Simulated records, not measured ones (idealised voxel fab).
A process module follows: voxel fin reveal.
165 nm wide, 5 nm square cells: that's cross-section cut.
A cross-section is written here as square cells arranged in a grid, and it is given in bands from the top down, each band taking up one or more rows of cells. Each band's line starts with the height of the band's top and of its bottom, in nm. Then come its materials from left to right, each with its width in nm. One material with "everywhere" fills the band from edge to edge. "blank" is empty space. Below 0: as-received wafer, all one material; heights counted from there. Lowest band: no bottom, goes on down, written "top 0, no bottom". Width spec "30 to 40" -> top row of cells at first value, bottom row at second value, equal per-row change in between. Step marked "no change"? Then no cell in the cross-section changed in it. Sealed cavities: empty space of 8 cells or more with no open way to the top, each as width x height at its distance from the left edge, in nm. What comes after the settings on a step's line is commentary from the simulator itself on that step. Each step line may optionally specify "overlay nm", which for a step with a mask gives the rightward distance between the mask's planned place and where it lay, a negative value indicating the leftward direction.
Plan
- 1: RECEIVE with material Si
- 2: CONFORMAL_DEP with material SiN, thk nm 5
- 3: PATTERN with tone cover, mask id FINS, material resist, width nm 15, pitch nm 35, thk nm 20, overlay nm 0
- 4: DIRECTIONAL_ETCH with etch materials SiN, depth nm 5
- 5: DIRECTIONAL_ETCH with etch materials Si, depth nm 30
- 6: STRIP with etch materials resist
- 7: OXIDIZE with depth nm 5
- 8: FILL_DEP with material SiO2, thk nm 5
- 9: CMP with height nm 5
- 10: SELECTIVE_ETCH with etch materials SiO2, depth nm 20
- 11: STRIP with etch materials SiN
- 12: CONFORMAL_DEP with material HfO2, thk nm 5
Cross-section of the wafer at receipt, which is the condition after step 1
- top 0, no bottom = Si everywhere
- Sealed cavities: none
As-planned run: cross-section of the first of two wafers at end of module
- top 5, bottom 0 = 20 nm blank, 15 nm HfO2, 20 nm blank, 15 nm HfO2, 20 nm blank, 15 nm HfO2, 20 nm blank, 15 nm HfO2, 25 nm blank
- top 0, bottom -10 = 20 nm blank, 5 nm HfO2, 5 nm Si, 5 nm HfO2, 20 nm blank, 5 nm HfO2, 5 nm Si, 5 nm HfO2, 20 nm blank, 5 nm HfO2, 5 nm Si, 5 nm HfO2, 20 nm blank, 5 nm HfO2, 5 nm Si, 5 nm HfO2, 25 nm blank
- top -10, bottom -15 = 25 nm HfO2, 5 nm Si, 30 nm HfO2, 5 nm Si, 30 nm HfO2, 5 nm Si, 30 nm HfO2, 5 nm Si, 30 nm HfO2
- top -15, bottom -35 = 25 nm SiO2, 5 nm Si, 30 nm SiO2, 5 nm Si, 30 nm SiO2, 5 nm Si, 30 nm SiO2, 5 nm Si, 30 nm SiO2
- top -35, no bottom = Si everywhere
- Sealed cavities: none
This cross-section belongs to the second wafer of two at the end of the module; the start and the plan were shared with the first, and the run included one mistake
- top 0, bottom -15 = 25 nm blank, 5 nm Si, 30 nm blank, 5 nm Si, 30 nm blank, 5 nm Si, 30 nm blank, 5 nm Si, 30 nm blank
- top -15, bottom -35 = 25 nm SiO2, 5 nm Si, 30 nm SiO2, 5 nm Si, 30 nm SiO2, 5 nm Si, 30 nm SiO2, 5 nm Si, 30 nm SiO2
- top -35, no bottom = Si everywhere
- Sealed cavities: none
Want to know what went wrong? step 12 in the plan did not get run; it was skipped
Wafer comparison, final, in cells, second relative to first, materials more or fewer: HfO2 -57
